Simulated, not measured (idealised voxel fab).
You're looking at the process module voxel tone inversion.
We display cut, a cross-section 255 nm in width whose square cells are each 5 nm.
Cross-section format: a grid of square cells, given as bands from top to bottom; each band is one or more rows of cells. Top, bottom (nm), then materials left to right with widths (nm); lone material tagged "throughout" fills the whole band edge to edge; "empty" = empty space. It should be noted that heights are counted from 0, beneath which the wafer as supplied is of one material throughout, and that the lowest band possesses no lower boundary but continues downward, as written in "0..down". Per-row width for "30..40": begins at first number (top row of band), ends at second number (bottom row), increment between rows held constant. You'll sometimes find "nothing altered" written for a step, and that's the way of saying that nowhere in the cross-section did a cell change during that step. Each empty space that has no open way to the top and spans at least 8 cells appears under "Closed empty spaces" as width x height at distance, the distance counted from the left edge, all in nm. Past the settings on a step's line: simulator remark, on that step. overlay nm: step with mask; distance mask lay right of planned place; negative value = left of planned place.
[Process steps - plan]
| 1 | RECEIVE with material Si |
| 2 | CONFORMAL_DEP with material SiN, thk nm 5 |
| 3 | DIRECTIONAL_DEP with material aC, thk nm 20 |
| 4 | PATTERN with tone cover, mask id POSTS, material resist, width nm 25, pitch nm 55, thk nm 25, overlay nm 0 |
| 5 | DIRECTIONAL_ETCH with etch materials aC, depth nm 20 |
| 6 | STRIP with etch materials resist |
| 7 | FILL_DEP with material SiO2, thk nm 10 |
| 8 | CMP with height nm 25 |
| 9 | STRIP with etch materials aC |
| 10 | CONFORMAL_DEP with material TiN, thk nm 5 |
| 11 | FILL_DEP with material Cu, thk nm 10 |
| 12 | CMP with height nm 25 |
| 13 | CONFORMAL_DEP with material SiN, thk nm 5 |
[Here's what the wafer looked like in cross-section when it arrived - that's after step 1]
	0..down = Si throughout
	Closed empty spaces: none
[Cross-section at module end, one run error; start and plan unchanged from above]
	30..25 = SiN throughout
	25..10 = Cu=25, then TiN=5, then SiO2=25, then TiN=5, then Cu=20, then TiN=5, then SiO2=25, then TiN=5, then Cu=20, then TiN=5, then SiO2=25, then TiN=5, then Cu=20, then TiN=5, then SiO2=25, then TiN=5, then Cu=30
	10..5 = TiN=30, then SiO2=25, then TiN=30, then SiO2=25, then TiN=30, then SiO2=25, then TiN=30, then SiO2=25, then TiN=35
	5..0 = SiN throughout
	0..down = Si throughout
	Closed empty spaces: none
Short version of what went wrong: step 4 went in with a setting other than planned; the actual run was PATTERN with tone open, mask id POSTS, material resist, width nm 25, pitch nm 55, thk nm 25, overlay nm 0
